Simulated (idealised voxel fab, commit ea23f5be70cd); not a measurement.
process module | voxel released beams
cross-section cut | 210 nm wide | cells 5 nm
A cross-section is a grid of square cells, given in bands from the top down. A band is one or more rows of cells.
Each band's line starts with the height of the band's top and of its bottom, in nm. Then come its materials from left to right, each with its width in nm. One material with "throughout" fills the band from edge to edge. "air" is empty space.
Height 0 is the level under which the wafer as received is all one material. The lowest band goes on downwards, as in "0 down".
A width such as "30 to 40" changes by the same amount from each row of cells to the next, from the band's top row to its bottom row.
"no change" after a step means that no cell of the cross-section changed.
closed voids: empty space of 8 cells or more with no open way to the top, each as width x height at its distance from the left edge, in nm
after a step's settings: what the simulator itself notes on the step
overlay nm, on a step with a mask: how far to the right of its planned place the mask lay; to the left if negative
plan
1 op RECEIVE | material Si
2 op CONFORMAL_DEP | material SiN | thk nm 10
3 op DIRECTIONAL_DEP | material SiO2 | thk nm 15
4 op DIRECTIONAL_DEP | material aC | thk nm 15
5 op PATTERN | tone open | mask id ANCHOR | material resist | width nm 45 | thk nm 30 | overlay nm 0
6 op DIRECTIONAL_ETCH | etch materials aC | depth nm 15
7 op STRIP | etch materials resist
8 op DIRECTIONAL_ETCH | etch materials SiO2 | depth nm 15
9 op STRIP | etch materials aC
10 op CONFORMAL_DEP | material W | thk nm 15
11 op DIRECTIONAL_DEP | material aC | thk nm 15
12 op PATTERN | tone cover | mask id BEAM | material resist | width nm 120 | thk nm 35 | overlay nm 0
13 op DIRECTIONAL_ETCH | etch materials aC | depth nm 15
14 op STRIP | etch materials resist
15 op DIRECTIONAL_ETCH | etch materials W | depth nm 15
16 op STRIP | etch materials aC
17 op STRIP | etch materials SiO2
as received, after step 1
  0 down: Si throughout
  closed voids: none
first wafer at the end, as planned
  40 to 25: air 40 | W 20 | air 15 | W 85 | air 50
  25 to 10: air 45 | W 45 | air 120
  10 to 0: SiN throughout
  0 down: Si throughout
  closed voids: none
second wafer at the end: like start, like plan, one mistake
  40 to 25: air 40 | W 120 | air 50
  25 to 0: SiN throughout
  0 down: Si throughout
  closed voids: none
what went wrong: step 3 ran as: op DIRECTIONAL_DEP | material SiN | thk nm 15
at the end the second wafer has, in cells: 126 more of SiN | 18 fewer of W
